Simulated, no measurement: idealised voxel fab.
process module | voxel transistor to metal
cross-section cut | 165 nm wide | cells 5 nm
A cross-section is a grid of square cells, given in bands from the top down. A band is one or more rows of cells.
Each band's line starts with the height of the band's top and of its bottom, in nm. Then come its materials from left to right, each with its width in nm. One material with "throughout" fills the band from edge to edge. "air" is empty space.
Height 0 is the level under which the wafer as received is all one material. The lowest band goes on downwards, as in "0 down".
A width such as "30 to 40" changes by the same amount from each row of cells to the next, from the band's top row to its bottom row.
"no change" after a step means that no cell of the cross-section changed.
closed voids: empty space of 8 cells or more with no open way to the top, each as width x height at its distance from the left edge, in nm
after a step's settings: what the simulator itself notes on the step
overlay nm, on a step with a mask: how far to the right of its planned place the mask lay; to the left if negative
plan
1 op RECEIVE | material Si
2 op OXIDIZE | depth nm 5
3 op CONFORMAL_DEP | material SiN | thk nm 10
4 op MASKED_ETCH | tone cover | mask id ACTIVE | width nm 115 | etch materials SiN | depth nm 10 | overlay nm 0
5 op MASKED_ETCH | tone cover | mask id ACTIVE | width nm 115 | etch materials SiO2 | depth nm 5 | overlay nm 0
6 op MASKED_ETCH | tone cover | mask id ACTIVE | width nm 115 | etch materials Si | depth nm 30 | overlay nm 0
7 op OXIDIZE | depth nm 5
8 op FILL_DEP | material SiO2 | thk nm 10
9 op CMP | height nm 10
10 op SELECTIVE_ETCH | etch materials SiO2 | depth nm 5
11 op STRIP | etch materials SiN
12 op SELECTIVE_ETCH | etch materials SiO2 | depth nm 5
13 op OXIDIZE | depth nm 5
14 op DIRECTIONAL_DEP | material polySi | thk nm 20
15 op DIRECTIONAL_DEP | material SiCN | thk nm 15
16 op DIRECTIONAL_DEP | material aC | thk nm 15
17 op PATTERN | tone cover | mask id GATE | material resist | width nm 25 | thk nm 35 | overlay nm 0
18 op DIRECTIONAL_ETCH | etch materials aC | depth nm 15
19 op STRIP | etch materials resist
20 op DIRECTIONAL_ETCH | etch materials SiCN | depth nm 25
21 op DIRECTIONAL_ETCH | etch materials polySi | depth nm 30
22 op STRIP | etch materials aC
23 op CONFORMAL_DEP | material SiN | thk nm 10
24 op DIRECTIONAL_ETCH | etch materials SiN | depth nm 10
25 op DIRECTIONAL_ETCH | etch materials SiO2 | depth nm 5
26 op EPI | material pSi | thk nm 5
27 op FILL_DEP | material SiO2 | thk nm 5
28 op CMP | height nm 15
29 op STRIP | etch materials polySi
30 op SELECTIVE_ETCH | etch materials SiO2 | depth nm 5
31 op CONFORMAL_DEP | material HfO2 | thk nm 5
32 op CONFORMAL_DEP | material TiN | thk nm 5
33 op FILL_DEP | material W | thk nm 10
34 op CMP | height nm 10
35 op DIRECTIONAL_DEP | material SiO2 | thk nm 15
36 op DIRECTIONAL_DEP | material aC | thk nm 10
37 op PATTERN | tone open | mask id CONTACT | material resist | width nm 20 | pitch nm 85 | thk nm 25 | overlay nm 0
38 op DIRECTIONAL_ETCH | etch materials aC | depth nm 10
39 op STRIP | etch materials resist
40 op DIRECTIONAL_ETCH | etch materials SiO2 | depth nm 30
41 op STRIP | etch materials aC
42 op CONFORMAL_DEP | material TiN | thk nm 5
43 op FILL_DEP | material W | thk nm 5
44 op CMP | height nm 25
45 op CONFORMAL_DEP | material SiCN | thk nm 5
46 op DIRECTIONAL_DEP | material SiO2 | thk nm 20
47 op MASKED_ETCH | tone open | mask id METAL_1 | width nm 20 | pitch nm 85 | etch materials SiO2 | depth nm 20 | overlay nm 0
48 op MASKED_ETCH | tone open | mask id METAL_1 | width nm 20 | pitch nm 85 | etch materials SiCN | depth nm 5 | overlay nm 0
49 op CONFORMAL_DEP | material TiN | thk nm 5
50 op FILL_DEP | material Cu | thk nm 5
51 op CMP | height nm 50
52 op CONFORMAL_DEP | material SiCN | thk nm 5
first wafer, as planned
as received, after step 1
  0 down: Si throughout
  closed voids: none
after step 2
  0 to -5: SiO2 throughout
  below -5: unchanged
after step 3
  10 to 0: SiN throughout
  below 0: unchanged
after step 4
  10 to 0: air 25 | SiN 115 | air 25
  below 0: unchanged
after step 5
  10 to 0: air 25 | SiN 115 | air 25
  0 to -5: air 25 | SiO2 115 | air 25
  below -5: unchanged
after step 6
  10 to 0: air 25 | SiN 115 | air 25
  0 to -5: air 25 | SiO2 115 | air 25
  -5 to -35: air 25 | Si 115 | air 25
  below -35: unchanged
after step 7
  10 to 0: air 25 | SiN 115 | air 25
  0 to -5: air 25 | SiO2 115 | air 25
  -5 to -35: air 25 | SiO2 5 | Si 105 | SiO2 5 | air 25
  -35 to -40: SiO2 30 | Si 105 | SiO2 30
  below -40: unchanged
after step 8
  20 to 10: SiO2 throughout
  10 to 0: SiO2 25 | SiN 115 | SiO2 25
  0 to -5: SiO2 throughout
  -5 to -40: SiO2 30 | Si 105 | SiO2 30
  below -40: unchanged
after step 9
  10 to 0: SiO2 25 | SiN 115 | SiO2 25
  below 0: unchanged
after step 10
  10 to 5: air 25 | SiN 115 | air 25
  below 5: unchanged
after step 11
  5 to 0: SiO2 25 | air 115 | SiO2 25
  below 0: unchanged
after step 12
  0 to -5: SiO2 20 | air 125 | SiO2 20
  below -5: unchanged
after step 13
  0 to -5: SiO2 20 | air 125 | SiO2 20
  -5 to -10: SiO2 throughout
  below -10: unchanged
after step 14
  20 to 15: polySi 20 | air 125 | polySi 20
  15 to 0: polySi throughout
  0 to -5: SiO2 20 | polySi 125 | SiO2 20
  below -5: unchanged
after step 15
  35 to 30: SiCN 20 | air 125 | SiCN 20
  30 to 20: SiCN throughout
  20 to 15: polySi 20 | SiCN 125 | polySi 20
  below 15: unchanged
after step 16
  50 to 45: aC 20 | air 125 | aC 20
  45 to 35: aC throughout
  35 to 30: SiCN 20 | aC 125 | SiCN 20
  below 30: unchanged
after step 17
  85 to 50: air 70 | resist 25 | air 70
  50 to 45: aC 20 | air 50 | resist 25 | air 50 | aC 20
  below 45: unchanged
after step 18
  70 to 45: air 70 | resist 25 | air 70
  45 to 35: air 70 | aC 25 | air 70
  35 to 30: SiCN 20 | air 50 | aC 25 | air 50 | SiCN 20
  below 30: unchanged
after step 19
  45 to 35: air 70 | aC 25 | air 70
  below 35: unchanged
after step 20
  45 to 30: air 70 | aC 25 | air 70
  30 to 20: air 70 | SiCN 25 | air 70
  20 to 15: polySi 20 | air 50 | SiCN 25 | air 50 | polySi 20
  below 15: unchanged
after step 21
  45 to 30: air 70 | aC 25 | air 70
  30 to 15: air 70 | SiCN 25 | air 70
  15 to 0: air 70 | polySi 25 | air 70
  0 to -5: SiO2 20 | air 50 | polySi 25 | air 50 | SiO2 20
  below -5: unchanged
after step 22
  30 to 15: air 70 | SiCN 25 | air 70
  below 15: unchanged
after step 23
  40 to 30: air 60 | SiN 45 | air 60
  30 to 15: air 60 | SiN 10 | SiCN 25 | SiN 10 | air 60
  15 to 10: air 60 | SiN 10 | polySi 25 | SiN 10 | air 60
  10 to 5: SiN 30 | air 30 | SiN 10 | polySi 25 | SiN 10 | air 30 | SiN 30
  5 to 0: SiN 70 | polySi 25 | SiN 70
  0 to -5: SiO2 20 | SiN 50 | polySi 25 | SiN 50 | SiO2 20
  below -5: unchanged
after step 24
  30 to 15: air 60 | SiN 10 | SiCN 25 | SiN 10 | air 60
  15 to 0: air 60 | SiN 10 | polySi 25 | SiN 10 | air 60
  0 to -5: SiO2 20 | SiN 10 | air 30 | SiN 10 | polySi 25 | SiN 10 | air 30 | SiN 10 | SiO2 20
  below -5: unchanged
after step 25
  30 to 15: air 60 | SiN 10 | SiCN 25 | SiN 10 | air 60
  15 to 0: air 60 | SiN 10 | polySi 25 | SiN 10 | air 60
  0 to -5: air 20 | SiN 10 | air 30 | SiN 10 | polySi 25 | SiN 10 | air 30 | SiN 10 | air 20
  -5 to -10: SiO2 30 | air 30 | SiO2 45 | air 30 | SiO2 30
  below -10: unchanged
after step 26
  30 to 15: air 60 | SiN 10 | SiCN 25 | SiN 10 | air 60
  15 to 0: air 60 | SiN 10 | polySi 25 | SiN 10 | air 60
  0 to -5: air 20 | SiN 10 | air 30 | SiN 10 | polySi 25 | SiN 10 | air 30 | SiN 10 | air 20
  -5 to -10: SiO2 30 | pSi 30 | SiO2 45 | pSi 30 | SiO2 30
  below -10: unchanged
after step 27
  35 to 30: SiO2 throughout
  30 to 15: SiO2 60 | SiN 10 | SiCN 25 | SiN 10 | SiO2 60
  15 to 0: SiO2 60 | SiN 10 | polySi 25 | SiN 10 | SiO2 60
  0 to -5: SiO2 20 | SiN 10 | SiO2 30 | SiN 10 | polySi 25 | SiN 10 | SiO2 30 | SiN 10 | SiO2 20
  below -5: unchanged
after step 28
  15 to 0: SiO2 60 | SiN 10 | polySi 25 | SiN 10 | SiO2 60
  below 0: unchanged
after step 29
  15 to 0: SiO2 60 | SiN 10 | air 25 | SiN 10 | SiO2 60
  0 to -5: SiO2 20 | SiN 10 | SiO2 30 | SiN 10 | air 25 | SiN 10 | SiO2 30 | SiN 10 | SiO2 20
  below -5: unchanged
after step 30
  15 to 10: air 60 | SiN 10 | air 25 | SiN 10 | air 60
  10 to 0: SiO2 60 | SiN 10 | air 25 | SiN 10 | SiO2 60
  0 to -5: SiO2 20 | SiN 10 | SiO2 30 | SiN 10 | air 25 | SiN 10 | SiO2 30 | SiN 10 | SiO2 20
  -5 to -10: SiO2 30 | pSi 30 | SiO2 5 | air 35 | SiO2 5 | pSi 30 | SiO2 30
  below -10: unchanged
after step 31
  20 to 15: air 55 | HfO2 20 | air 15 | HfO2 20 | air 55
  15 to 10: HfO2 60 | SiN 10 | HfO2 5 | air 15 | HfO2 5 | SiN 10 | HfO2 60
  10 to 0: SiO2 60 | SiN 10 | HfO2 5 | air 15 | HfO2 5 | SiN 10 | SiO2 60
  0 to -5: SiO2 20 | SiN 10 | SiO2 30 | SiN 10 | HfO2 5 | air 15 | HfO2 5 | SiN 10 | SiO2 30 | SiN 10 | SiO2 20
  -5 to -10: SiO2 30 | pSi 30 | SiO2 5 | HfO2 35 | SiO2 5 | pSi 30 | SiO2 30
  below -10: unchanged
after step 32
  25 to 20: air 50 | TiN 30 | air 5 | TiN 30 | air 50
  20 to 15: TiN 55 | HfO2 20 | TiN 5 | air 5 | TiN 5 | HfO2 20 | TiN 55
  15 to 10: HfO2 60 | SiN 10 | HfO2 5 | TiN 5 | air 5 | TiN 5 | HfO2 5 | SiN 10 | HfO2 60
  10 to 0: SiO2 60 | SiN 10 | HfO2 5 | TiN 5 | air 5 | TiN 5 | HfO2 5 | SiN 10 | SiO2 60
  0 to -5: SiO2 20 | SiN 10 | SiO2 30 | SiN 10 | HfO2 5 | TiN 15 | HfO2 5 | SiN 10 | SiO2 30 | SiN 10 | SiO2 20
  below -5: unchanged
after step 33
  35 to 25: W throughout
  25 to 20: W 50 | TiN 30 | W 5 | TiN 30 | W 50
  20 to 15: TiN 55 | HfO2 20 | TiN 5 | W 5 | TiN 5 | HfO2 20 | TiN 55
  15 to 10: HfO2 60 | SiN 10 | HfO2 5 | TiN 5 | W 5 | TiN 5 | HfO2 5 | SiN 10 | HfO2 60
  10 to 0: SiO2 60 | SiN 10 | HfO2 5 | TiN 5 | W 5 | TiN 5 | HfO2 5 | SiN 10 | SiO2 60
  below 0: unchanged
after step 34
  10 to 0: SiO2 60 | SiN 10 | HfO2 5 | TiN 5 | W 5 | TiN 5 | HfO2 5 | SiN 10 | SiO2 60
  below 0: unchanged
after step 35
  25 to 10: SiO2 throughout
  below 10: unchanged
after step 36
  35 to 25: aC throughout
  below 25: unchanged
after step 37
  60 to 35: resist 30 | air 20 | resist 65 | air 20 | resist 30
  below 35: unchanged
after step 38
  50 to 35: resist 30 | air 20 | resist 65 | air 20 | resist 30
  35 to 25: aC 30 | air 20 | aC 65 | air 20 | aC 30
  below 25: unchanged
after step 39
  35 to 25: aC 30 | air 20 | aC 65 | air 20 | aC 30
  below 25: unchanged
after step 40
  35 to 25: aC 30 | air 20 | aC 65 | air 20 | aC 30
  25 to 10: SiO2 30 | air 20 | SiO2 65 | air 20 | SiO2 30
  10 to 0: SiO2 30 | air 20 | SiO2 10 | SiN 10 | HfO2 5 | TiN 5 | W 5 | TiN 5 | HfO2 5 | SiN 10 | SiO2 10 | air 20 | SiO2 30
  0 to -5: SiO2 20 | SiN 10 | air 20 | SiO2 10 | SiN 10 | HfO2 5 | TiN 15 | HfO2 5 | SiN 10 | SiO2 10 | air 20 | SiN 10 | SiO2 20
  below -5: unchanged
after step 41
  25 to 10: SiO2 30 | air 20 | SiO2 65 | air 20 | SiO2 30
  below 10: unchanged
after step 42
  30 to 25: TiN 35 | air 10 | TiN 75 | air 10 | TiN 35
  25 to 10: SiO2 30 | TiN 5 | air 10 | TiN 5 | SiO2 65 | TiN 5 | air 10 | TiN 5 | SiO2 30
  10 to 0: SiO2 30 | TiN 5 | air 10 | TiN 5 | SiO2 10 | SiN 10 | HfO2 5 | TiN 5 | W 5 | TiN 5 | HfO2 5 | SiN 10 | SiO2 10 | TiN 5 | air 10 | TiN 5 | SiO2 30
  0 to -5: SiO2 20 | SiN 10 | TiN 20 | SiO2 10 | SiN 10 | HfO2 5 | TiN 15 | HfO2 5 | SiN 10 | SiO2 10 | TiN 20 | SiN 10 | SiO2 20
  below -5: unchanged
after step 43
  35 to 30: W throughout
  30 to 25: TiN 35 | W 10 | TiN 75 | W 10 | TiN 35
  25 to 10: SiO2 30 | TiN 5 | W 10 | TiN 5 | SiO2 65 | TiN 5 | W 10 | TiN 5 | SiO2 30
  10 to 0: SiO2 30 | TiN 5 | W 10 | TiN 5 | SiO2 10 | SiN 10 | HfO2 5 | TiN 5 | W 5 | TiN 5 | HfO2 5 | SiN 10 | SiO2 10 | TiN 5 | W 10 | TiN 5 | SiO2 30
  below 0: unchanged
after step 44
  25 to 10: SiO2 30 | TiN 5 | W 10 | TiN 5 | SiO2 65 | TiN 5 | W 10 | TiN 5 | SiO2 30
  below 10: unchanged
after step 45
  30 to 25: SiCN throughout
  below 25: unchanged
after step 46
  50 to 30: SiO2 throughout
  below 30: unchanged
after step 47
  50 to 30: SiO2 30 | air 20 | SiO2 65 | air 20 | SiO2 30
  below 30: unchanged
after step 48
  50 to 30: SiO2 30 | air 20 | SiO2 65 | air 20 | SiO2 30
  30 to 25: SiCN 30 | air 20 | SiCN 65 | air 20 | SiCN 30
  below 25: unchanged
after step 49
  55 to 50: TiN 35 | air 10 | TiN 75 | air 10 | TiN 35
  50 to 30: SiO2 30 | TiN 5 | air 10 | TiN 5 | SiO2 65 | TiN 5 | air 10 | TiN 5 | SiO2 30
  30 to 25: SiCN 30 | TiN 20 | SiCN 65 | TiN 20 | SiCN 30
  below 25: unchanged
after step 50
  60 to 55: Cu throughout
  55 to 50: TiN 35 | Cu 10 | TiN 75 | Cu 10 | TiN 35
  50 to 30: SiO2 30 | TiN 5 | Cu 10 | TiN 5 | SiO2 65 | TiN 5 | Cu 10 | TiN 5 | SiO2 30
  below 30: unchanged
after step 51
  50 to 30: SiO2 30 | TiN 5 | Cu 10 | TiN 5 | SiO2 65 | TiN 5 | Cu 10 | TiN 5 | SiO2 30
  below 30: unchanged
after step 52
  55 to 50: SiCN throughout
  below 50: unchanged
second wafer: like start, like plan, one mistake. Through step 3 it matches the first wafer
when step 4 should have ended
  10 to 0: air 15 | SiN 115 | air 35
  below 0: unchanged
when step 5 should have ended
  10 to 0: air 15 | SiN 115 | air 35
  0 to -5: air 15 | SiO2 125 | air 25
  below -5: unchanged
when step 6 should have ended
  10 to 0: air 15 | SiN 115 | air 35
  0 to -5: air 15 | SiO2 125 | air 25
  -5 to -35: air 15 | Si 125 | air 25
  below -35: unchanged
when step 7 should have ended
  10 to 0: air 15 | SiN 115 | air 35
  0 to -5: air 15 | SiO2 125 | air 25
  -5 to -35: air 15 | SiO2 5 | Si 115 | SiO2 5 | air 25
  -35 to -40: SiO2 20 | Si 115 | SiO2 30
  below -40: unchanged
when step 8 should have ended
  20 to 10: SiO2 throughout
  10 to 0: SiO2 15 | SiN 115 | SiO2 35
  0 to -5: SiO2 throughout
  -5 to -40: SiO2 20 | Si 115 | SiO2 30
  below -40: unchanged
when step 9 should have ended
  10 to 0: SiO2 15 | SiN 115 | SiO2 35
  below 0: unchanged
when step 10 should have ended
  10 to 5: air 15 | SiN 115 | air 35
  below 5: unchanged
when step 11 should have ended
  5 to 0: SiO2 15 | air 115 | SiO2 35
  below 0: unchanged
when step 12 should have ended
  0 to -5: SiO2 10 | air 125 | SiO2 30
  below -5: unchanged
when step 13 should have ended
  0 to -5: SiO2 10 | air 125 | SiO2 30
  -5 to -10: SiO2 throughout
  below -10: unchanged
when step 14 should have ended
  20 to 15: polySi 10 | air 125 | polySi 30
  15 to 0: polySi throughout
  0 to -5: SiO2 10 | polySi 125 | SiO2 30
  below -5: unchanged
when step 15 should have ended
  35 to 30: SiCN 10 | air 125 | SiCN 30
  30 to 20: SiCN throughout
  20 to 15: polySi 10 | SiCN 125 | polySi 30
  below 15: unchanged
when step 16 should have ended
  50 to 45: aC 10 | air 125 | aC 30
  45 to 35: aC throughout
  35 to 30: SiCN 10 | aC 125 | SiCN 30
  below 30: unchanged
when step 17 should have ended
  85 to 50: air 70 | resist 25 | air 70
  50 to 45: aC 10 | air 60 | resist 25 | air 40 | aC 30
  below 45: unchanged
when step 18 should have ended
  70 to 45: air 70 | resist 25 | air 70
  45 to 35: air 70 | aC 25 | air 70
  35 to 30: SiCN 10 | air 60 | aC 25 | air 40 | SiCN 30
  below 30: unchanged
when step 19 should have ended
  45 to 35: air 70 | aC 25 | air 70
  below 35: unchanged
when step 20 should have ended
  45 to 30: air 70 | aC 25 | air 70
  30 to 20: air 70 | SiCN 25 | air 70
  20 to 15: polySi 10 | air 60 | SiCN 25 | air 40 | polySi 30
  below 15: unchanged
when step 21 should have ended
  45 to 30: air 70 | aC 25 | air 70
  30 to 15: air 70 | SiCN 25 | air 70
  15 to 0: air 70 | polySi 25 | air 70
  0 to -5: SiO2 10 | air 60 | polySi 25 | air 40 | SiO2 30
  below -5: unchanged
when step 22 should have ended
  30 to 15: air 70 | SiCN 25 | air 70
  below 15: unchanged
when step 23 should have ended
  40 to 30: air 60 | SiN 45 | air 60
  30 to 15: air 60 | SiN 10 | SiCN 25 | SiN 10 | air 60
  15 to 10: air 60 | SiN 10 | polySi 25 | SiN 10 | air 60
  10 to 5: SiN 20 | air 40 | SiN 10 | polySi 25 | SiN 10 | air 20 | SiN 40
  5 to 0: SiN 70 | polySi 25 | SiN 70
  0 to -5: SiO2 10 | SiN 60 | polySi 25 | SiN 40 | SiO2 30
  below -5: unchanged
when step 24 should have ended
  30 to 15: air 60 | SiN 10 | SiCN 25 | SiN 10 | air 60
  15 to 0: air 60 | SiN 10 | polySi 25 | SiN 10 | air 60
  0 to -5: SiO2 10 | SiN 10 | air 40 | SiN 10 | polySi 25 | SiN 10 | air 20 | SiN 10 | SiO2 30
  below -5: unchanged
when step 25 should have ended
  30 to 15: air 60 | SiN 10 | SiCN 25 | SiN 10 | air 60
  15 to 0: air 60 | SiN 10 | polySi 25 | SiN 10 | air 60
  0 to -5: air 10 | SiN 10 | air 40 | SiN 10 | polySi 25 | SiN 10 | air 20 | SiN 10 | air 30
  -5 to -10: SiO2 20 | air 40 | SiO2 45 | air 20 | SiO2 40
  below -10: unchanged
when step 26 should have ended
  30 to 15: air 60 | SiN 10 | SiCN 25 | SiN 10 | air 60
  15 to 0: air 60 | SiN 10 | polySi 25 | SiN 10 | air 60
  0 to -5: air 10 | SiN 10 | air 40 | SiN 10 | polySi 25 | SiN 10 | air 20 | SiN 10 | air 30
  -5 to -10: SiO2 20 | pSi 40 | SiO2 45 | pSi 20 | SiO2 40
  below -10: unchanged
when step 27 should have ended
  35 to 30: SiO2 throughout
  30 to 15: SiO2 60 | SiN 10 | SiCN 25 | SiN 10 | SiO2 60
  15 to 0: SiO2 60 | SiN 10 | polySi 25 | SiN 10 | SiO2 60
  0 to -5: SiO2 10 | SiN 10 | SiO2 40 | SiN 10 | polySi 25 | SiN 10 | SiO2 20 | SiN 10 | SiO2 30
  below -5: unchanged
when step 28 should have ended
  15 to 0: SiO2 60 | SiN 10 | polySi 25 | SiN 10 | SiO2 60
  below 0: unchanged
when step 29 should have ended
  15 to 0: SiO2 60 | SiN 10 | air 25 | SiN 10 | SiO2 60
  0 to -5: SiO2 10 | SiN 10 | SiO2 40 | SiN 10 | air 25 | SiN 10 | SiO2 20 | SiN 10 | SiO2 30
  below -5: unchanged
when step 30 should have ended
  15 to 10: air 60 | SiN 10 | air 25 | SiN 10 | air 60
  10 to 0: SiO2 60 | SiN 10 | air 25 | SiN 10 | SiO2 60
  0 to -5: SiO2 10 | SiN 10 | SiO2 40 | SiN 10 | air 25 | SiN 10 | SiO2 20 | SiN 10 | SiO2 30
  -5 to -10: SiO2 20 | pSi 40 | SiO2 5 | air 35 | SiO2 5 | pSi 20 | SiO2 40
  below -10: unchanged
when step 31 should have ended
  20 to 15: air 55 | HfO2 20 | air 15 | HfO2 20 | air 55
  15 to 10: HfO2 60 | SiN 10 | HfO2 5 | air 15 | HfO2 5 | SiN 10 | HfO2 60
  10 to 0: SiO2 60 | SiN 10 | HfO2 5 | air 15 | HfO2 5 | SiN 10 | SiO2 60
  0 to -5: SiO2 10 | SiN 10 | SiO2 40 | SiN 10 | HfO2 5 | air 15 | HfO2 5 | SiN 10 | SiO2 20 | SiN 10 | SiO2 30
  -5 to -10: SiO2 20 | pSi 40 | SiO2 5 | HfO2 35 | SiO2 5 | pSi 20 | SiO2 40
  below -10: unchanged
when step 32 should have ended
  25 to 20: air 50 | TiN 30 | air 5 | TiN 30 | air 50
  20 to 15: TiN 55 | HfO2 20 | TiN 5 | air 5 | TiN 5 | HfO2 20 | TiN 55
  15 to 10: HfO2 60 | SiN 10 | HfO2 5 | TiN 5 | air 5 | TiN 5 | HfO2 5 | SiN 10 | HfO2 60
  10 to 0: SiO2 60 | SiN 10 | HfO2 5 | TiN 5 | air 5 | TiN 5 | HfO2 5 | SiN 10 | SiO2 60
  0 to -5: SiO2 10 | SiN 10 | SiO2 40 | SiN 10 | HfO2 5 | TiN 15 | HfO2 5 | SiN 10 | SiO2 20 | SiN 10 | SiO2 30
  below -5: unchanged
when step 33 should have ended
  35 to 25: W throughout
  25 to 20: W 50 | TiN 30 | W 5 | TiN 30 | W 50
  20 to 15: TiN 55 | HfO2 20 | TiN 5 | W 5 | TiN 5 | HfO2 20 | TiN 55
  15 to 10: HfO2 60 | SiN 10 | HfO2 5 | TiN 5 | W 5 | TiN 5 | HfO2 5 | SiN 10 | HfO2 60
  10 to 0: SiO2 60 | SiN 10 | HfO2 5 | TiN 5 | W 5 | TiN 5 | HfO2 5 | SiN 10 | SiO2 60
  below 0: unchanged
when step 34 should have ended
  10 to 0: SiO2 60 | SiN 10 | HfO2 5 | TiN 5 | W 5 | TiN 5 | HfO2 5 | SiN 10 | SiO2 60
  below 0: unchanged
when step 35 should have ended
  25 to 10: SiO2 throughout
  below 10: unchanged
when step 36 should have ended
  35 to 25: aC throughout
  below 25: unchanged
when step 37 should have ended
  60 to 35: resist 30 | air 20 | resist 65 | air 20 | resist 30
  below 35: unchanged
when step 38 should have ended
  50 to 35: resist 30 | air 20 | resist 65 | air 20 | resist 30
  35 to 25: aC 30 | air 20 | aC 65 | air 20 | aC 30
  below 25: unchanged
when step 39 should have ended
  35 to 25: aC 30 | air 20 | aC 65 | air 20 | aC 30
  below 25: unchanged
when step 40 should have ended
  35 to 25: aC 30 | air 20 | aC 65 | air 20 | aC 30
  25 to 10: SiO2 30 | air 20 | SiO2 65 | air 20 | SiO2 30
  10 to 0: SiO2 30 | air 20 | SiO2 10 | SiN 10 | HfO2 5 | TiN 5 | W 5 | TiN 5 | HfO2 5 | SiN 10 | SiO2 10 | air 20 | SiO2 30
  0 to -5: SiO2 10 | SiN 10 | SiO2 10 | air 20 | SiO2 10 | SiN 10 | HfO2 5 | TiN 15 | HfO2 5 | SiN 10 | SiO2 10 | air 10 | SiN 10 | SiO2 30
  below -5: unchanged
when step 41 should have ended
  25 to 10: SiO2 30 | air 20 | SiO2 65 | air 20 | SiO2 30
  below 10: unchanged
when step 42 should have ended
  30 to 25: TiN 35 | air 10 | TiN 75 | air 10 | TiN 35
  25 to 10: SiO2 30 | TiN 5 | air 10 | TiN 5 | SiO2 65 | TiN 5 | air 10 | TiN 5 | SiO2 30
  10 to 5: SiO2 30 | TiN 5 | air 10 | TiN 5 | SiO2 10 | SiN 10 | HfO2 5 | TiN 5 | W 5 | TiN 5 | HfO2 5 | SiN 10 | SiO2 10 | TiN 5 | air 10 | TiN 5 | SiO2 30
  5 to 0: SiO2 30 | TiN 5 | air 10 | TiN 5 | SiO2 10 | SiN 10 | HfO2 5 | TiN 5 | W 5 | TiN 5 | HfO2 5 | SiN 10 | SiO2 10 | TiN 20 | SiO2 30
  0 to -5: SiO2 10 | SiN 10 | SiO2 10 | TiN 20 | SiO2 10 | SiN 10 | HfO2 5 | TiN 15 | HfO2 5 | SiN 10 | SiO2 10 | TiN 10 | SiN 10 | SiO2 30
  below -5: unchanged
when step 43 should have ended
  35 to 30: W throughout
  30 to 25: TiN 35 | W 10 | TiN 75 | W 10 | TiN 35
  25 to 10: SiO2 30 | TiN 5 | W 10 | TiN 5 | SiO2 65 | TiN 5 | W 10 | TiN 5 | SiO2 30
  10 to 5: SiO2 30 | TiN 5 | W 10 | TiN 5 | SiO2 10 | SiN 10 | HfO2 5 | TiN 5 | W 5 | TiN 5 | HfO2 5 | SiN 10 | SiO2 10 | TiN 5 | W 10 | TiN 5 | SiO2 30
  5 to 0: SiO2 30 | TiN 5 | W 10 | TiN 5 | SiO2 10 | SiN 10 | HfO2 5 | TiN 5 | W 5 | TiN 5 | HfO2 5 | SiN 10 | SiO2 10 | TiN 20 | SiO2 30
  below 0: unchanged
when step 44 should have ended
  25 to 10: SiO2 30 | TiN 5 | W 10 | TiN 5 | SiO2 65 | TiN 5 | W 10 | TiN 5 | SiO2 30
  below 10: unchanged
when step 45 should have ended
  30 to 25: SiCN throughout
  below 25: unchanged
when step 46 should have ended
  50 to 30: SiO2 throughout
  below 30: unchanged
when step 47 should have ended
  50 to 30: SiO2 30 | air 20 | SiO2 65 | air 20 | SiO2 30
  below 30: unchanged
when step 48 should have ended
  50 to 30: SiO2 30 | air 20 | SiO2 65 | air 20 | SiO2 30
  30 to 25: SiCN 30 | air 20 | SiCN 65 | air 20 | SiCN 30
  below 25: unchanged
when step 49 should have ended
  55 to 50: TiN 35 | air 10 | TiN 75 | air 10 | TiN 35
  50 to 30: SiO2 30 | TiN 5 | air 10 | TiN 5 | SiO2 65 | TiN 5 | air 10 | TiN 5 | SiO2 30
  30 to 25: SiCN 30 | TiN 20 | SiCN 65 | TiN 20 | SiCN 30
  below 25: unchanged
when step 50 should have ended
  60 to 55: Cu throughout
  55 to 50: TiN 35 | Cu 10 | TiN 75 | Cu 10 | TiN 35
  50 to 30: SiO2 30 | TiN 5 | Cu 10 | TiN 5 | SiO2 65 | TiN 5 | Cu 10 | TiN 5 | SiO2 30
  below 30: unchanged
when step 51 should have ended
  50 to 30: SiO2 30 | TiN 5 | Cu 10 | TiN 5 | SiO2 65 | TiN 5 | Cu 10 | TiN 5 | SiO2 30
  below 30: unchanged
when step 52 should have ended
  55 to 50: SiCN throughout
  below 50: unchanged
what went wrong: step 4 ran as: op MASKED_ETCH | tone cover | mask id ACTIVE | width nm 115 | etch materials SiN | depth nm 10 | overlay nm -10
at the end the second wafer has, in cells: 12 more of Si | 10 fewer of SiO2 | 2 fewer of W
